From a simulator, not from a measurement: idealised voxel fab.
Presented below is a process module, voxel wiring stack.
The cross-section shown here is cut; it is 200 nm wide and divided into square cells measuring 5 nm on a side.
A cross-section is a grid of square cells, given in bands from the top down. A band is one or more rows of cells. Top, bottom (nm), then materials left to right with widths (nm); lone material tagged "full width" fills the whole band edge to edge; "blank" = empty space. Heights are measured from 0, the level below which the as-received wafer is all one material; the lowest band has no bottom and continues downward, written as in "from 0 down". It should be noted that a width expressed as "30..40" varies in equal increments from row to row of cells within the band, taking the value of the first number at the top row and that of the second number at the bottom row. Step marked "remained the same"? Then no cell in the cross-section changed in it. Basically, "Closed void table" tells you about the enclosed voids: empty spaces with no open way to the top, 8 cells or bigger, each written width x height at distance, where distance is from the left edge, all in nm. That trailing text on a step's line, after the settings, is the simulator's own remark on the step. For masked steps, "overlay nm" on the step line gives how far right of plan the mask actually lay; a minus sign means it lay to the left.
-- List of planned process steps
1,RECEIVE,material Si
2,CONFORMAL_DEP,material SiO2,thk nm 10
3,DIRECTIONAL_DEP,material TiN,thk nm 5
4,DIRECTIONAL_DEP,material W,thk nm 15
5,DIRECTIONAL_DEP,material aC,thk nm 10
6,PATTERN,tone cover,mask id METAL_1,material resist,width nm 30,pitch nm 60,thk nm 25,overlay nm 0
7,DIRECTIONAL_ETCH,etch materials aC,depth nm 10
8,STRIP,etch materials resist
9,DIRECTIONAL_ETCH,etch materials W,depth nm 15
10,DIRECTIONAL_ETCH,etch materials TiN,depth nm 5
11,STRIP,etch materials aC
12,FILL_DEP,material lowk,thk nm 10
13,CMP,height nm 30
14,CONFORMAL_DEP,material SiCN,thk nm 5
15,DIRECTIONAL_DEP,material SiO2,thk nm 30
16,MASKED_ETCH,tone open,mask id METAL_2_HOLES,width nm 15,pitch nm 120,etch materials SiO2,depth nm 30,overlay nm 0
17,MASKED_ETCH,tone open,mask id METAL_2,width nm 30,pitch nm 60,etch materials SiO2,depth nm 15,overlay nm 0
18,MASKED_ETCH,tone open,mask id METAL_2,width nm 30,pitch nm 60,etch materials SiCN,depth nm 5,overlay nm 0
19,CONFORMAL_DEP,material TiN,thk nm 5
20,FILL_DEP,material Ru,thk nm 5
21,CMP,height nm 65
22,CONFORMAL_DEP,material SiCN,thk nm 5
23,DIRECTIONAL_DEP,material SiO2,thk nm 15
24,MASKED_ETCH,tone open,mask id PLUG_2,width nm 15,pitch nm 60,etch materials SiO2,depth nm 15,overlay nm 0
25,MASKED_ETCH,tone open,mask id PLUG_2,width nm 15,pitch nm 60,etch materials SiCN,depth nm 5,overlay nm 0
26,EPI,material Ru,thk nm 10
27,EPI,material Ru,thk nm 10
28,CONFORMAL_DEP,material SiN,thk nm 5
29,DIRECTIONAL_DEP,material SiO2,thk nm 25
30,PATTERN,tone open,mask id METAL_3,material resist,width nm 30,pitch nm 60,thk nm 20,overlay nm 0
31,DIRECTIONAL_ETCH,etch materials SiO2,depth nm 25
32,DIRECTIONAL_ETCH,etch materials SiN,depth nm 5
33,STRIP,etch materials resist
34,CONFORMAL_DEP,material TiN,thk nm 5
35,FILL_DEP,material Ru,thk nm 5
36,CMP,height nm 115
37,CONFORMAL_DEP,material SiN,thk nm 5
-- Cross-section: wafer on arrival = after step 1
  from 0 down  Si full width
  Closed void table: none
-- First of two wafers at the end of the module, shown in cross-section; run carried out as planned
  from 120 to 115  SiN full width
  from 115 to 90  SiO2: 25, TiN: 5, Ru: 20, TiN: 5, SiO2: 30, TiN: 5, Ru: 20, TiN: 5, SiO2: 30, TiN: 5, Ru: 20, TiN: 5, SiO2: 25
  from 90 to 85  SiN: 25, TiN: 30, SiN: 30, TiN: 30, SiN: 30, TiN: 30, SiN: 25
  from 85 to 70  SiO2: 25, Ru: 15, SiO2: 45, Ru: 15, SiO2: 45, Ru: 15, SiO2: 40
  from 70 to 65  SiCN: 25, Ru: 15, SiCN: 45, Ru: 15, SiCN: 45, Ru: 15, SiCN: 40
  from 65 to 55  SiO2: 25, TiN: 5, Ru: 20, TiN: 5, SiO2: 30, TiN: 5, Ru: 20, TiN: 5, SiO2: 30, TiN: 5, Ru: 20, TiN: 5, SiO2: 25
  from 55 to 50  SiO2: 25, TiN: 5, Ru: 5, TiN: 20, SiO2: 30, TiN: 30, SiO2: 30, TiN: 5, Ru: 5, TiN: 20, SiO2: 25
  from 50 to 35  SiO2: 25, TiN: 5, Ru: 5, TiN: 5, SiO2: 105, TiN: 5, Ru: 5, TiN: 5, SiO2: 40
  from 35 to 30  SiCN: 25, TiN: 15, SiCN: 105, TiN: 15, SiCN: 40
  from 30 to 15  lowk: 25, W: 30, lowk: 30, W: 30, lowk: 30, W: 30, lowk: 25
  from 15 to 10  lowk: 25, TiN: 30, lowk: 30, TiN: 30, lowk: 30, TiN: 30, lowk: 25
  from 10 to 0  SiO2 full width
  from 0 down  Si full width
  Closed void table: none
-- Wafer two, sectioned after the module: the first wafer's start, the first wafer's plan, and one mistake in how it was run
  from 120 to 115  SiN full width
  from 115 to 90  SiO2: 25, TiN: 5, Ru: 20, TiN: 5, SiO2: 30, TiN: 5, Ru: 20, TiN: 5, SiO2: 30, TiN: 5, Ru: 20, TiN: 5, SiO2: 25
  from 90 to 85  SiN: 25, TiN: 30, SiN: 30, TiN: 30, SiN: 30, TiN: 30, SiN: 25
  from 85 to 70  lowk full width
  from 70 to 65  SiCN full width
  from 65 to 55  SiO2: 25, TiN: 5, Ru: 20, TiN: 5, SiO2: 30, TiN: 5, Ru: 20, TiN: 5, SiO2: 30, TiN: 5, Ru: 20, TiN: 5, SiO2: 25
  from 55 to 50  SiO2: 25, TiN: 5, Ru: 5, TiN: 20, SiO2: 30, TiN: 30, SiO2: 30, TiN: 5, Ru: 5, TiN: 20, SiO2: 25
  from 50 to 35  SiO2: 25, TiN: 5, Ru: 5, TiN: 5, SiO2: 105, TiN: 5, Ru: 5, TiN: 5, SiO2: 40
  from 35 to 30  SiCN: 25, TiN: 15, SiCN: 105, TiN: 15, SiCN: 40
  from 30 to 15  lowk: 25, W: 30, lowk: 30, W: 30, lowk: 30, W: 30, lowk: 25
  from 15 to 10  lowk: 25, TiN: 30, lowk: 30, TiN: 30, lowk: 30, TiN: 30, lowk: 25
  from 10 to 0  SiO2 full width
  from 0 down  Si full width
  Closed void table: none
The plan and the run diverged here: step 23, actual vs plan mismatch, actual run DIRECTIONAL_DEP,material lowk,thk nm 15
Materials where the second wafer ends with more or fewer cells than the first: Ru: 36 fewer | SiCN: 9 more | SiO2: 93 fewer | lowk: 120 more
